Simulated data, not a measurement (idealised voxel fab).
A process module follows: voxel fin reveal.
Xsec cut, 155 nm wide, square cell size 5 nm.
Think of the cross-section as a grid of square cells. We describe it in bands, top to bottom, and each band covers one or more rows of those cells. It is stipulated that each band's entry specify, in nanometres, the height of the top of the band and then that of its bottom, followed by the materials of the band in left-to-right sequence, each together with its width in nanometres. A single material marked by the word "all across" is understood to fill the band from edge to edge; the word "empty" is understood to denote empty space. Below 0: as-received wafer, all one material; heights counted from there. Lowest band: no bottom, goes on down, written "0..down". Width spec "30..40" -> top row of cells at first value, bottom row at second value, equal per-row change in between. When a step is marked "no modification", none of the cells in the cross-section changed during that step. Look at "Closed void entries" for the closed voids: empty spaces with no open path to the top, sized 8 cells or up. Each is width x height at distance, distance from the left edge, all nm. If you see something after the settings on a step's line, that's the simulator's own remark about that step. overlay nm: for a step with a mask, the amount by which the mask lay right of where it was planned; a negative amount means left of it.
-- Process steps foreseen in the plan
1. RECEIVE (material Si)
2. CONFORMAL_DEP (material SiN; thk nm 10)
3. DIRECTIONAL_DEP (material aC; thk nm 15)
4. PATTERN (tone cover; mask id FINS; material resist; width nm 15; pitch nm 40; thk nm 30; overlay nm 0)
5. DIRECTIONAL_ETCH (etch materials aC; depth nm 15)
6. STRIP (etch materials resist)
7. DIRECTIONAL_ETCH (etch materials SiN; depth nm 10)
8. DIRECTIONAL_ETCH (etch materials Si; depth nm 30)
9. STRIP (etch materials aC)
10. FILL_DEP (material SiO2; thk nm 15)
11. CMP (height nm 10)
12. SELECTIVE_ETCH (etch materials SiO2; depth nm 30)
13. STRIP (etch materials SiN)
14. CONFORMAL_DEP (material HfO2; thk nm 5)
-- This is the cross-section of the wafer as we received it, i.e. after step 1
* 0..down  Si all across
* Closed void entries: none
-- Post-module cross-section of the first of two wafers (run per plan)
* 5..0  empty=45 | HfO2=25 | empty=15 | HfO2=25 | empty=45
* 0..-15  empty=45 | HfO2=5 | Si=15 | HfO2=5 | empty=15 | HfO2=5 | Si=15 | HfO2=5 | empty=45
* -15..-20  HfO2=50 | Si=15 | HfO2=25 | Si=15 | HfO2=50
* -20..-30  SiO2=50 | Si=15 | SiO2=25 | Si=15 | SiO2=50
* -30..down  Si all across
* Closed void entries: none
-- This is the second of the two wafers, cross-sectioned at the end of the module; it started exactly like the first and was given the same plan, but it was run with one mistake
* 5..0  empty=45 | HfO2=25 | empty=15 | HfO2=25 | empty=45
* 0..-15  empty=45 | HfO2=5 | Si=15 | HfO2=5 | empty=15 | HfO2=5 | Si=15 | HfO2=5 | empty=45
* -15..-20  HfO2=50 | Si=15 | HfO2=25 | Si=15 | HfO2=50
* -20..-60  SiO2=50 | Si=15 | SiO2=25 | Si=15 | SiO2=50
* -60..down  Si all across
* Closed void entries: none
Diagnosis: step 8 of the plan was performed twice
Final wafer comparison in cells, second versus first, more or fewer per material: -150 Si, +150 SiO2
